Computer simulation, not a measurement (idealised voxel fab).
Title: Process Module voxel self aligned vias
Square cell edge 5 nm, section width 265 nm, ID cut.
Cross-section = grid of square cells, listed top down in bands; band = one or more rows.
Top, bottom (nm), then materials left to right with widths (nm); lone material tagged "everywhere" fills the whole band edge to edge; "blank" = empty space.
Where do heights start? At 0: under that level the wafer as delivered is made of one material only. And the lowest band has no floor; it just carries on downward, as in "from 0 down".
The width entry "30->40" should be interpreted row by row: the top row of cells in the band takes the first number, the bottom row takes the second number, and the change between adjacent rows is uniform throughout.
"no alterations made", as given for a step, is the statement that not any cell of the cross-section underwent a change during that step.
Any empty space of 8 cells or more lacking an open way to the top shows up in "Internal closed voids" as width x height at distance, distance from the left edge, in nm.
Anything after a step's settings on that line? It's the simulator's own note about the step.
"overlay nm" denotes, for a step that has a mask, the displacement of the mask to the right of its planned place, with negative values corresponding to the left.

-- Process steps foreseen in the plan
1 RECEIVE (material Si)
2 CONFORMAL_DEP (material SiO2; thk nm 10)
3 CONFORMAL_DEP (material SiCN; thk nm 5)
4 DIRECTIONAL_DEP (material SiO2; thk nm 20)
5 MASKED_ETCH (tone open; mask id LINES; width nm 20; pitch nm 60; etch materials SiO2; depth nm 20; overlay nm 0)
6 CONFORMAL_DEP (material TiN; thk nm 5)
7 FILL_DEP (material Ru; thk nm 10)
8 CMP (height nm 35)
9 SELECTIVE_ETCH (etch materials W Ru TiN; depth nm 10)
10 FILL_DEP (material SiN; thk nm 5)
11 CMP (height nm 35)
12 DIRECTIONAL_DEP (material SiO2; thk nm 20)
13 PATTERN (tone open; mask id VIAS; material resist; width nm 30; pitch nm 60; thk nm 20; overlay nm 0)
14 DIRECTIONAL_ETCH (etch materials SiO2; depth nm 20)
15 DIRECTIONAL_ETCH (etch materials SiN; depth nm 10)
16 STRIP (etch materials resist)
17 CONFORMAL_DEP (material TiN; thk nm 5)
18 FILL_DEP (material Ru; thk nm 10)
19 CMP (height nm 55)
20 CONFORMAL_DEP (material SiCN; thk nm 5)

-- As received (post step 1): cross-section
from 0 down | Si everywhere
Internal closed voids: none

-- Cross-sectional view of the first of the two wafers upon completion of the module, processed in accordance with the plan
from 60 to 55 | SiCN everywhere
from 55 to 40 | SiO2 85 | TiN 5 | Ru 20 | TiN 5 | SiO2 30 | TiN 5 | Ru 20 | TiN 5 | SiO2 90
from 40 to 30 | SiO2 85->90 | TiN 10->5 | Ru 10 | TiN 10->5 | SiO2 30->40 | TiN 10->5 | Ru 10 | TiN 10->5 | SiO2 90->95
from 30 to 25 | SiO2 90 | TiN 20 | SiO2 40 | TiN 20 | SiO2 95
from 25 to 20 | SiO2 90 | TiN 5 | Ru 10 | TiN 5 | SiO2 40 | TiN 5 | Ru 10 | TiN 5 | SiO2 95
from 20 to 15 | SiO2 90 | TiN 20 | SiO2 40 | TiN 20 | SiO2 95
from 15 to 10 | SiCN everywhere
from 10 to 0 | SiO2 everywhere
from 0 down | Si everywhere
Internal closed voids: none

-- Cross-section of the latter of the two wafers at module completion. It had an identical start and an identical plan to the former; in running it, one mistake was made
from 60 to 55 | SiCN everywhere
from 55 to 40 | SiO2 90 | TiN 5 | Ru 15 | TiN 5 | SiO2 35 | TiN 5 | Ru 15 | TiN 5 | SiO2 90
from 40 to 30 | SiO2 90 | TiN 5 | Ru 10 | TiN 10->5 | SiO2 35->40 | TiN 5 | Ru 10 | TiN 10->5 | SiO2 90->95
from 30 to 25 | SiO2 90 | TiN 20 | SiO2 40 | TiN 20 | SiO2 95
from 25 to 20 | SiO2 90 | TiN 5 | Ru 10 | TiN 5 | SiO2 40 | TiN 5 | Ru 10 | TiN 5 | SiO2 95
from 20 to 15 | SiO2 90 | TiN 20 | SiO2 40 | TiN 20 | SiO2 95
from 15 to 10 | SiCN everywhere
from 10 to 0 | SiO2 everywhere
from 0 down | Si everywhere
Internal closed voids: none
What broke from the plan during processing? step 13 was not run as planned; what actually ran was PATTERN (tone open; mask id VIAS; material resist; width nm 25; pitch nm 60; thk nm 20; overlay nm 0)
At the finish, the second wafer shows more or fewer cells for some materials than the first does: Ru: 6 fewer, SiO2: 8 more, TiN: 2 fewer
